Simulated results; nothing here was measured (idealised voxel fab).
process module | voxel gate over fins
cross-section cut | 195 nm wide | cells 5 nm
A cross-section is a grid of square cells, given in bands from the top down. A band is one or more rows of cells.
Each band's line starts with the height of the band's top and of its bottom, in nm. Then come its materials from left to right, each with its width in nm. One material with "throughout" fills the band from edge to edge. "air" is empty space.
Height 0 is the level under which the wafer as received is all one material. The lowest band goes on downwards, as in "0 down".
A width such as "30 to 40" changes by the same amount from each row of cells to the next, from the band's top row to its bottom row.
"no change" after a step means that no cell of the cross-section changed.
closed voids: empty space of 8 cells or more with no open way to the top, each as width x height at its distance from the left edge, in nm
after a step's settings: what the simulator itself notes on the step
overlay nm, on a step with a mask: how far to the right of its planned place the mask lay; to the left if negative
plan
1 op RECEIVE | material Si
2 op CONFORMAL_DEP | material SiN | thk nm 5
3 op PATTERN | tone cover | mask id FINS | material resist | width nm 15 | pitch nm 40 | thk nm 15 | overlay nm 0
4 op DIRECTIONAL_ETCH | etch materials SiN | depth nm 5
5 op DIRECTIONAL_ETCH | etch materials Si | depth nm 40
6 op STRIP | etch materials resist
7 op FILL_DEP | material SiO2 | thk nm 10
8 op CMP | height nm 5
9 op SELECTIVE_ETCH | etch materials SiO2 | depth nm 20
10 op STRIP | etch materials SiN
11 op CONFORMAL_DEP | material HfO2 | thk nm 5
12 op CONFORMAL_DEP | material TiN | thk nm 5
13 op CONFORMAL_DEP | material TiAl | thk nm 5
14 op CONFORMAL_DEP | material TiN | thk nm 5
15 op FILL_DEP | material W | thk nm 15
16 op CMP | height nm 30
17 op CONFORMAL_DEP | material SiN | thk nm 5
first wafer, as planned
as received, after step 1
  0 down: Si throughout
  closed voids: none
after step 2
  5 to 0: SiN throughout
  below 0: unchanged
after step 3
  20 to 5: air 50 | resist 15 | air 25 | resist 15 | air 25 | resist 15 | air 50
  below 5: unchanged
after step 4
  20 to 5: air 50 | resist 15 | air 25 | resist 15 | air 25 | resist 15 | air 50
  5 to 0: air 50 | SiN 15 | air 25 | SiN 15 | air 25 | SiN 15 | air 50
  below 0: unchanged
after step 5
  20 to 5: air 50 | resist 15 | air 25 | resist 15 | air 25 | resist 15 | air 50
  5 to 0: air 50 | SiN 15 | air 25 | SiN 15 | air 25 | SiN 15 | air 50
  0 to -40: air 50 | Si 15 | air 25 | Si 15 | air 25 | Si 15 | air 50
  below -40: unchanged
after step 6
  5 to 0: air 50 | SiN 15 | air 25 | SiN 15 | air 25 | SiN 15 | air 50
  below 0: unchanged
after step 7
  15 to 5: SiO2 throughout
  5 to 0: SiO2 50 | SiN 15 | SiO2 25 | SiN 15 | SiO2 25 | SiN 15 | SiO2 50
  0 to -40: SiO2 50 | Si 15 | SiO2 25 | Si 15 | SiO2 25 | Si 15 | SiO2 50
  below -40: unchanged
after step 8
  5 to 0: SiO2 50 | SiN 15 | SiO2 25 | SiN 15 | SiO2 25 | SiN 15 | SiO2 50
  below 0: unchanged
after step 9
  5 to 0: air 50 | SiN 15 | air 25 | SiN 15 | air 25 | SiN 15 | air 50
  0 to -15: air 50 | Si 15 | air 25 | Si 15 | air 25 | Si 15 | air 50
  below -15: unchanged
after step 10
  0 to -15: air 50 | Si 15 | air 25 | Si 15 | air 25 | Si 15 | air 50
  below -15: unchanged
after step 11
  5 to 0: air 45 | HfO2 25 | air 15 | HfO2 25 | air 15 | HfO2 25 | air 45
  0 to -10: air 45 | HfO2 5 | Si 15 | HfO2 5 | air 15 | HfO2 5 | Si 15 | HfO2 5 | air 15 | HfO2 5 | Si 15 | HfO2 5 | air 45
  -10 to -15: HfO2 50 | Si 15 | HfO2 25 | Si 15 | HfO2 25 | Si 15 | HfO2 50
  below -15: unchanged
after step 12
  10 to 5: air 40 | TiN 35 | air 5 | TiN 35 | air 5 | TiN 35 | air 40
  5 to 0: air 40 | TiN 5 | HfO2 25 | TiN 5 | air 5 | TiN 5 | HfO2 25 | TiN 5 | air 5 | TiN 5 | HfO2 25 | TiN 5 | air 40
  0 to -5: air 40 | TiN 5 | HfO2 5 | Si 15 | HfO2 5 | TiN 5 | air 5 | TiN 5 | HfO2 5 | Si 15 | HfO2 5 | TiN 5 | air 5 | TiN 5 | HfO2 5 | Si 15 | HfO2 5 | TiN 5 | air 40
  -5 to -10: TiN 45 | HfO2 5 | Si 15 | HfO2 5 | TiN 15 | HfO2 5 | Si 15 | HfO2 5 | TiN 15 | HfO2 5 | Si 15 | HfO2 5 | TiN 45
  below -10: unchanged
after step 13
  15 to 10: air 35 | TiAl 125 | air 35
  10 to 5: air 35 | TiAl 5 | TiN 35 | TiAl 5 | TiN 35 | TiAl 5 | TiN 35 | TiAl 5 | air 35
  5 to 0: air 35 | TiAl 5 | TiN 5 | HfO2 25 | TiN 5 | TiAl 5 | TiN 5 | HfO2 25 | TiN 5 | TiAl 5 | TiN 5 | HfO2 25 | TiN 5 | TiAl 5 | air 35
  0 to -5: TiAl 40 | TiN 5 | HfO2 5 | Si 15 | HfO2 5 | TiN 5 | TiAl 5 | TiN 5 | HfO2 5 | Si 15 | HfO2 5 | TiN 5 | TiAl 5 | TiN 5 | HfO2 5 | Si 15 | HfO2 5 | TiN 5 | TiAl 40
  below -5: unchanged
after step 14
  20 to 15: air 30 | TiN 135 | air 30
  15 to 10: air 30 | TiN 5 | TiAl 125 | TiN 5 | air 30
  10 to 5: air 30 | TiN 5 | TiAl 5 | TiN 35 | TiAl 5 | TiN 35 | TiAl 5 | TiN 35 | TiAl 5 | TiN 5 | air 30
  5 to 0: TiN 35 | TiAl 5 | TiN 5 | HfO2 25 | TiN 5 | TiAl 5 | TiN 5 | HfO2 25 | TiN 5 | TiAl 5 | TiN 5 | HfO2 25 | TiN 5 | TiAl 5 | TiN 35
  below 0: unchanged
after step 15
  35 to 20: W throughout
  20 to 15: W 30 | TiN 135 | W 30
  15 to 10: W 30 | TiN 5 | TiAl 125 | TiN 5 | W 30
  10 to 5: W 30 | TiN 5 | TiAl 5 | TiN 35 | TiAl 5 | TiN 35 | TiAl 5 | TiN 35 | TiAl 5 | TiN 5 | W 30
  below 5: unchanged
after step 16
  30 to 20: W throughout
  below 20: unchanged
after step 17
  35 to 30: SiN throughout
  below 30: unchanged
second wafer: like start, like plan, one mistake. Through step 12 it matches the first wafer
when step 13 should have ended: no change
when step 14 should have ended
  15 to 5: air 35 | TiN 125 | air 35
  5 to 0: air 35 | TiN 10 | HfO2 25 | TiN 15 | HfO2 25 | TiN 15 | HfO2 25 | TiN 10 | air 35
  0 to -10: TiN 45 | HfO2 5 | Si 15 | HfO2 5 | TiN 15 | HfO2 5 | Si 15 | HfO2 5 | TiN 15 | HfO2 5 | Si 15 | HfO2 5 | TiN 45
  below -10: unchanged
when step 15 should have ended
  30 to 15: W throughout
  15 to 5: W 35 | TiN 125 | W 35
  5 to 0: W 35 | TiN 10 | HfO2 25 | TiN 15 | HfO2 25 | TiN 15 | HfO2 25 | TiN 10 | W 35
  below 0: unchanged
when step 16 should have ended: no change
when step 17 should have ended
  35 to 30: SiN throughout
  below 30: unchanged
what went wrong: step 13 was left out
at the end the second wafer has, in cells: 51 fewer of TiAl | 6 more of TiN | 45 more of W
